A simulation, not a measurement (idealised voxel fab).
This section sets out a process module, namely voxel transistor to metal.
Section shown: cut. Width: 270 nm. Cell size: 5 nm, square.
In this document a cross-section is written as a grid of square cells. It is given as a series of bands, listed from the top down, and a band is one or more rows of cells. Heads up on the band format: heights come first, top then bottom, in nm. After that it's the materials left to right, each with its width in nm. A single material flagged "full width" fills the whole band edge to edge, and "blank" means there's empty space there. Height datum 0, below which the as-received substrate wafer is one material. Lowest band open at the bottom, running downward: "0 -> down". Quick explanation for "30->40": the width changes in equal steps down the rows of cells, from the first number in the band's top row to the second number in its bottom row. "nothing altered" means the step left every cell of the cross-section as it was. If an empty space has no open way to the top and is at least 8 cells in size, "Fully enclosed voids" lists it, written width x height at distance, where distance is measured from the left edge and every value is in nm. Text after the settings on a step's line: the simulator's own remark on that step. overlay nm: mask offset rightward from planned place, masked step; negative means leftward offset.
# This section lists the process steps that were planned
1: RECEIVE (material Si)
2: CONFORMAL_DEP (material SiO2; thk nm 5)
3: CONFORMAL_DEP (material SiN; thk nm 15)
4: DIRECTIONAL_DEP (material aC; thk nm 10)
5: PATTERN (tone cover; mask id ACTIVE; material resist; width nm 105; pitch nm 125; thk nm 30; overlay nm 0)
6: DIRECTIONAL_ETCH (etch materials aC; depth nm 10)
7: STRIP (etch materials resist)
8: DIRECTIONAL_ETCH (etch materials SiN; depth nm 15)
9: DIRECTIONAL_ETCH (etch materials SiO2; depth nm 5)
10: DIRECTIONAL_ETCH (etch materials Si; depth nm 20)
11: STRIP (etch materials aC)
12: FILL_DEP (material SiO2; thk nm 10)
13: CMP (height nm 20)
14: SELECTIVE_ETCH (etch materials SiO2; depth nm 5)
15: STRIP (etch materials SiN)
16: SELECTIVE_ETCH (etch materials SiO2; depth nm 5)
17: OXIDIZE (depth nm 5)
18: DIRECTIONAL_DEP (material polySi; thk nm 25)
19: DIRECTIONAL_DEP (material SiCN; thk nm 15)
20: MASKED_ETCH (tone cover; mask id GATE; width nm 25; pitch nm 125; etch materials SiCN; depth nm 25; overlay nm 0)
21: MASKED_ETCH (tone cover; mask id GATE; width nm 25; pitch nm 125; etch materials polySi; depth nm 35; overlay nm 0)
22: CONFORMAL_DEP (material SiN; thk nm 5)
23: DIRECTIONAL_ETCH (etch materials SiN; depth nm 5)
24: DIRECTIONAL_ETCH (etch materials SiO2; depth nm 5)
25: DIRECTIONAL_ETCH (etch materials Si; depth nm 10)
26: EPI (material nSi; thk nm 10)
27: FILL_DEP (material SiO2; thk nm 5)
28: CMP (height nm 25)
29: STRIP (etch materials polySi)
30: SELECTIVE_ETCH (etch materials SiO2; depth nm 5)
31: CONFORMAL_DEP (material HfO2; thk nm 5)
32: CONFORMAL_DEP (material TiN; thk nm 5)
33: FILL_DEP (material W; thk nm 5)
34: CMP (height nm 20)
35: DIRECTIONAL_DEP (material SiO2; thk nm 10)
36: PATTERN (tone open; mask id CONTACT; material resist; width nm 15; thk nm 20; overlay nm 0)
37: DIRECTIONAL_ETCH (etch materials SiO2; depth nm 35)
38: STRIP (etch materials resist)
39: CONFORMAL_DEP (material TiN; thk nm 5)
40: FILL_DEP (material Ru; thk nm 10)
41: CMP (height nm 30)
42: DIRECTIONAL_DEP (material TiN; thk nm 5)
43: DIRECTIONAL_DEP (material Ru; thk nm 15)
44: MASKED_ETCH (tone cover; mask id METAL_1; width nm 15; etch materials Ru; depth nm 15; overlay nm 0)
45: MASKED_ETCH (tone cover; mask id METAL_1; width nm 15; etch materials TiN; depth nm 5; overlay nm 0)
46: CONFORMAL_DEP (material SiCN; thk nm 5)
47: FILL_DEP (material lowk; thk nm 5)
48: CMP (height nm 50)
49: CONFORMAL_DEP (material SiCN; thk nm 5)
# Cross-section of the wafer at receipt, which is the condition after step 1
    0 -> down  Si full width
    Fully enclosed voids: none
# Wafer at module end, in section. Began as above, planned as above, run with one mistake
    55 -> 50  SiCN full width
    50 -> 35  lowk=25 / SiCN=5 / Ru=15 / SiCN=5 / lowk=45 / SiCN=5 / Ru=15 / SiCN=5 / lowk=30 / SiCN=5 / Ru=15 / SiCN=5 / lowk=45 / SiCN=5 / Ru=15 / SiCN=5 / lowk=25
    35 -> 30  SiCN=30 / TiN=15 / SiCN=55 / TiN=15 / SiCN=40 / TiN=15 / SiCN=55 / TiN=15 / SiCN=30
    30 -> 25  Ru=25 / TiN=5 / SiO2=15 / TiN=5 / Ru=45 / TiN=5 / SiO2=15 / TiN=5 / Ru=30 / TiN=5 / SiO2=15 / TiN=5 / Ru=45 / TiN=5 / SiO2=15 / TiN=5 / Ru=25
    25 -> 20  Ru=25 / TiN=5 / SiO2=15 / TiN=55 / SiO2=15 / TiN=5 / Ru=30 / TiN=5 / SiO2=15 / TiN=55 / SiO2=15 / TiN=5 / Ru=25
    20 -> 15  Ru=25 / TiN=5 / SiO2=15 / TiN=10 / SiN=5 / HfO2=5 / TiN=5 / W=5 / TiN=5 / HfO2=5 / SiN=5 / TiN=10 / SiO2=15 / TiN=5 / Ru=30 / TiN=5 / SiO2=15 / TiN=10 / SiN=5 / HfO2=5 / TiN=5 / W=5 / TiN=5 / HfO2=5 / SiN=5 / TiN=10 / SiO2=15 / TiN=5 / Ru=25
    15 -> 10  Ru=10 / TiN=20 / SiO2=15 / TiN=10 / SiN=5 / HfO2=5 / TiN=5 / W=5 / TiN=5 / HfO2=5 / SiN=5 / TiN=10 / SiO2=15 / TiN=40 / SiO2=15 / TiN=10 / SiN=5 / HfO2=5 / TiN=5 / W=5 / TiN=5 / HfO2=5 / SiN=5 / TiN=10 / SiO2=15 / TiN=20 / Ru=10
    10 -> 5  Ru=10 / TiN=5 / SiN=5 / TiN=10 / SiO2=15 / TiN=10 / SiN=5 / HfO2=5 / TiN=5 / W=5 / TiN=5 / HfO2=5 / SiN=5 / TiN=10 / SiO2=15 / TiN=10 / SiN=5 / TiN=10 / SiN=5 / TiN=10 / SiO2=15 / TiN=10 / SiN=5 / HfO2=5 / TiN=5 / W=5 / TiN=5 / HfO2=5 / SiN=5 / TiN=10 / SiO2=15 / TiN=10 / SiN=5 / TiN=5 / Ru=10
    5 -> 0  Ru=10 / TiN=5 / SiN=5 / TiN=10 / SiO2=15 / nSi=10 / SiN=5 / HfO2=5 / TiN=15 / HfO2=5 / SiN=5 / nSi=10 / SiO2=15 / TiN=10 / SiN=5 / TiN=10 / SiN=5 / TiN=10 / SiO2=15 / nSi=10 / SiN=5 / HfO2=5 / TiN=15 / HfO2=5 / SiN=5 / nSi=10 / SiO2=15 / TiN=10 / SiN=5 / TiN=5 / Ru=10
    0 -> -5  TiN=15 / SiO2=5 / TiN=10 / SiO2=15 / nSi=10 / HfO2=35 / nSi=10 / SiO2=15 / TiN=10 / SiO2=5 / TiN=10 / SiO2=5 / TiN=10 / SiO2=15 / nSi=10 / HfO2=35 / nSi=10 / SiO2=15 / TiN=10 / SiO2=5 / TiN=15
    -5 -> -15  SiO2=20 / nSi=35 / Si=35 / nSi=35 / SiO2=20 / nSi=35 / Si=35 / nSi=35 / SiO2=20
    -15 -> -20  SiO2=20 / Si=105 / SiO2=20 / Si=105 / SiO2=20
    -20 -> down  Si full width
    Fully enclosed voids: none
Nonconformance to the process plan: heads up, step 36 didn't go per plan, it actually ran as PATTERN (tone cover; mask id CONTACT; material resist; width nm 15; thk nm 20; overlay nm 0)
